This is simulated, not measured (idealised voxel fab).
Title: Process Module voxel wiring stack
Section cut is 275 nm wide and gridded with 5 nm square cells.
A cross-section is written here as square cells arranged in a grid, and it is given in bands from the top down, each band taking up one or more rows of cells. What a band's entry tells you: where the top is and where the bottom is, as heights in nm, and after that what lies inside, material by material from left to right, each with its width in nm. Empty space is written as the word "empty", and a single material marked with the word "everywhere" occupies the band from edge to edge. Ref level 0: as-received wafer is one material below here. Bottom band extends down with no lower bound ("from 0 down"). It should be noted that a width expressed as "30->40" varies in equal increments from row to row of cells within the band, taking the value of the first number at the top row and that of the second number at the bottom row. Where a step carries "no modification", the cross-section came out of it unchanged, cell for cell. "Trapped cavities" enumerates empty spaces isolated from the top, with no open way to it, that contain at least 8 cells, giving each as width x height at distance from the left edge, all three in nm. Text after the settings on a step's line: the simulator's own remark on that step. overlay nm: step with mask; distance mask lay right of planned place; negative value = left of planned place.

Steps planned for the process
- 1: RECEIVE, material Si
- 2: CONFORMAL_DEP, material SiO2, thk nm 15
- 3: DIRECTIONAL_DEP, material TiN, thk nm 5
- 4: DIRECTIONAL_DEP, material Ru, thk nm 25
- 5: PATTERN, tone cover, mask id METAL_1, material resist, width nm 25, pitch nm 40, thk nm 20, overlay nm 0
- 6: DIRECTIONAL_ETCH, etch materials Ru, depth nm 25
- 7: DIRECTIONAL_ETCH, etch materials TiN, depth nm 5
- 8: STRIP, etch materials resist
- 9: FILL_DEP, material lowk, thk nm 10
- 10: CMP, height nm 45
- 11: CONFORMAL_DEP, material SiCN, thk nm 5
- 12: DIRECTIONAL_DEP, material SiO2, thk nm 30
- 13: DIRECTIONAL_DEP, material aC, thk nm 10
- 14: PATTERN, tone open, mask id METAL_2, material resist, width nm 25, pitch nm 40, thk nm 30, overlay nm 0
- 15: DIRECTIONAL_ETCH, etch materials aC, depth nm 10
- 16: STRIP, etch materials resist
- 17: DIRECTIONAL_ETCH, etch materials SiO2, depth nm 20
- 18: STRIP, etch materials aC
- 19: DIRECTIONAL_DEP, material aC, thk nm 15
- 20: PATTERN, tone open, mask id METAL_2_HOLES, material resist, width nm 15, pitch nm 80, thk nm 35, overlay nm 0
- 21: DIRECTIONAL_ETCH, etch materials aC, depth nm 15
- 22: STRIP, etch materials resist
- 23: DIRECTIONAL_ETCH, etch materials SiO2, depth nm 10
- 24: DIRECTIONAL_ETCH, etch materials SiCN, depth nm 5
- 25: STRIP, etch materials aC
- 26: CONFORMAL_DEP, material TiN, thk nm 5
- 27: FILL_DEP, material Cu, thk nm 10
- 28: CMP, height nm 80
- 29: CONFORMAL_DEP, material SiCN, thk nm 5
- 30: DIRECTIONAL_DEP, material SiO2, thk nm 30
- 31: PATTERN, tone open, mask id METAL_3, material resist, width nm 25, pitch nm 40, thk nm 15, overlay nm 0
- 32: DIRECTIONAL_ETCH, etch materials SiO2, depth nm 20
- 33: STRIP, etch materials resist
- 34: DIRECTIONAL_DEP, material aC, thk nm 10
- 35: PATTERN, tone open, mask id METAL_3_HOLES, material resist, width nm 15, pitch nm 80, thk nm 25, overlay nm 0
- 36: DIRECTIONAL_ETCH, etch materials aC, depth nm 10
- 37: STRIP, etch materials resist
- 38: DIRECTIONAL_ETCH, etch materials SiO2, depth nm 10
- 39: DIRECTIONAL_ETCH, etch materials SiCN, depth nm 5
- 40: STRIP, etch materials aC
- 41: CONFORMAL_DEP, material TiN, thk nm 5
- 42: FILL_DEP, material Ru, thk nm 5
- 43: CMP, height nm 115
- 44: CONFORMAL_DEP, material SiCN, thk nm 5
- 45: DIRECTIONAL_DEP, material SiO2, thk nm 30
- 46: PATTERN, tone open, mask id METAL_4_HOLES, material resist, width nm 15, pitch nm 40, thk nm 20, overlay nm 0
- 47: DIRECTIONAL_ETCH, etch materials SiO2, depth nm 30
- 48: STRIP, etch materials resist
- 49: PATTERN, tone open, mask id METAL_4, material resist, width nm 25, pitch nm 40, thk nm 20, overlay nm 0
- 50: DIRECTIONAL_ETCH, etch materials SiO2, depth nm 20
- 51: DIRECTIONAL_ETCH, etch materials SiCN, depth nm 5
- 52: STRIP, etch materials resist
- 53: CONFORMAL_DEP, material TiN, thk nm 5
- 54: FILL_DEP, material Cu, thk nm 5
- 55: CMP, height nm 150
- 56: CONFORMAL_DEP, material SiCN, thk nm 5

As-received wafer cross-section (after step 1)
    from 0 down: Si everywhere
    Trapped cavities: none

Cross-section, first of two wafers, end of module, run as planned
    from 155 to 150: SiCN everywhere
    from 150 to 135: SiO2: 85  TiN: 5  Cu: 15  TiN: 5  SiO2: 15  TiN: 5  Cu: 15  TiN: 5  SiO2: 15  TiN: 5  Cu: 15  TiN: 5  SiO2: 85
    from 135 to 130: SiO2: 85  TiN: 5  Cu: 5  TiN: 15  SiO2: 15  TiN: 5  Cu: 5  TiN: 15  SiO2: 15  TiN: 5  Cu: 5  TiN: 15  SiO2: 85
    from 130 to 120: SiO2: 85  TiN: 5  Cu: 5  TiN: 5  SiO2: 25  TiN: 5  Cu: 5  TiN: 5  SiO2: 25  TiN: 5  Cu: 5  TiN: 5  SiO2: 95
    from 120 to 115: SiCN: 85  TiN: 15  SiCN: 25  TiN: 15  SiCN: 25  TiN: 15  SiCN: 95
    from 115 to 100: SiO2: 85  TiN: 5  Ru: 15  TiN: 5  SiO2: 15  TiN: 5  Ru: 15  TiN: 5  SiO2: 15  TiN: 5  Ru: 15  TiN: 5  SiO2: 85
    from 100 to 95: SiO2: 85  TiN: 5  Ru: 5  TiN: 15  SiO2: 15  TiN: 25  SiO2: 15  TiN: 5  Ru: 5  TiN: 15  SiO2: 85
    from 95 to 85: SiO2: 85  TiN: 5  Ru: 5  TiN: 5  SiO2: 65  TiN: 5  Ru: 5  TiN: 5  SiO2: 95
    from 85 to 80: SiCN: 85  TiN: 15  SiCN: 65  TiN: 15  SiCN: 95
    from 80 to 65: SiO2: 85  TiN: 5  Cu: 15  TiN: 5  SiO2: 15  TiN: 5  Cu: 15  TiN: 5  SiO2: 15  TiN: 5  Cu: 15  TiN: 5  SiO2: 85
    from 65 to 60: SiO2: 85  TiN: 5  Cu: 5  TiN: 15  SiO2: 15  TiN: 25  SiO2: 15  TiN: 5  Cu: 5  TiN: 15  SiO2: 85
    from 60 to 50: SiO2: 85  TiN: 5  Cu: 5  TiN: 5  SiO2: 65  TiN: 5  Cu: 5  TiN: 5  SiO2: 95
    from 50 to 45: SiCN: 85  TiN: 15  SiCN: 65  TiN: 15  SiCN: 95
    from 45 to 20: lowk: 85  Ru: 25  lowk: 15  Ru: 25  lowk: 15  Ru: 25  lowk: 85
    from 20 to 15: lowk: 85  TiN: 25  lowk: 15  TiN: 25  lowk: 15  TiN: 25  lowk: 85
    from 15 to 0: SiO2 everywhere
    from 0 down: Si everywhere
    Trapped cavities: none

Same start, same plan as the first wafer - but one mistake in the run. Cross-section of the second of the two at the end of the module
    from 155 to 150: SiCN everywhere
    from 150 to 135: SiO2: 85  TiN: 5  Cu: 15  TiN: 5  SiO2: 15  TiN: 5  Cu: 15  TiN: 5  SiO2: 15  TiN: 5  Cu: 15  TiN: 5  SiO2: 85
    from 135 to 130: SiO2: 85  TiN: 5  Cu: 5  TiN: 15  SiO2: 15  TiN: 5  Cu: 5  TiN: 15  SiO2: 15  TiN: 5  Cu: 5  TiN: 15  SiO2: 85
    from 130 to 120: SiO2: 85  TiN: 5  Cu: 5  TiN: 5  SiO2: 25  TiN: 5  Cu: 5  TiN: 5  SiO2: 25  TiN: 5  Cu: 5  TiN: 5  SiO2: 95
    from 120 to 115: SiCN: 85  TiN: 15  SiCN: 25  TiN: 15  SiCN: 25  TiN: 15  SiCN: 95
    from 115 to 100: SiO2: 85  TiN: 5  Ru: 15  TiN: 5  SiO2: 15  TiN: 5  Ru: 15  TiN: 5  SiO2: 15  TiN: 5  Ru: 15  TiN: 5  SiO2: 85
    from 100 to 95: SiO2: 85  TiN: 5  Ru: 5  TiN: 15  SiO2: 15  TiN: 25  SiO2: 15  TiN: 5  Ru: 5  TiN: 15  SiO2: 85
    from 95 to 90: SiO2: 85  TiN: 15  SiO2: 65  TiN: 15  SiO2: 95
    from 90 to 85: SiO2 everywhere
    from 85 to 80: SiCN everywhere
    from 80 to 65: SiO2: 85  TiN: 5  Cu: 15  TiN: 5  SiO2: 15  TiN: 5  Cu: 15  TiN: 5  SiO2: 15  TiN: 5  Cu: 15  TiN: 5  SiO2: 85
    from 65 to 60: SiO2: 85  TiN: 5  Cu: 5  TiN: 15  SiO2: 15  TiN: 25  SiO2: 15  TiN: 5  Cu: 5  TiN: 15  SiO2: 85
    from 60 to 50: SiO2: 85  TiN: 5  Cu: 5  TiN: 5  SiO2: 65  TiN: 5  Cu: 5  TiN: 5  SiO2: 95
    from 50 to 45: SiCN: 85  TiN: 15  SiCN: 65  TiN: 15  SiCN: 95
    from 45 to 20: lowk: 85  Ru: 25  lowk: 15  Ru: 25  lowk: 15  Ru: 25  lowk: 85
    from 20 to 15: lowk: 85  TiN: 25  lowk: 15  TiN: 25  lowk: 15  TiN: 25  lowk: 85
    from 15 to 0: SiO2 everywhere
    from 0 down: Si everywhere
    Trapped cavities: none
Here's what went sideways: step 38 ran differently from the plan; actual operation with settings: DIRECTIONAL_ETCH, etch materials SiO2, depth nm 5
End check, counted in cells, second wafer has more or fewer of these materials than the first: 4 fewer of Ru; 6 more of SiCN; 6 more of SiO2; 8 fewer of TiN
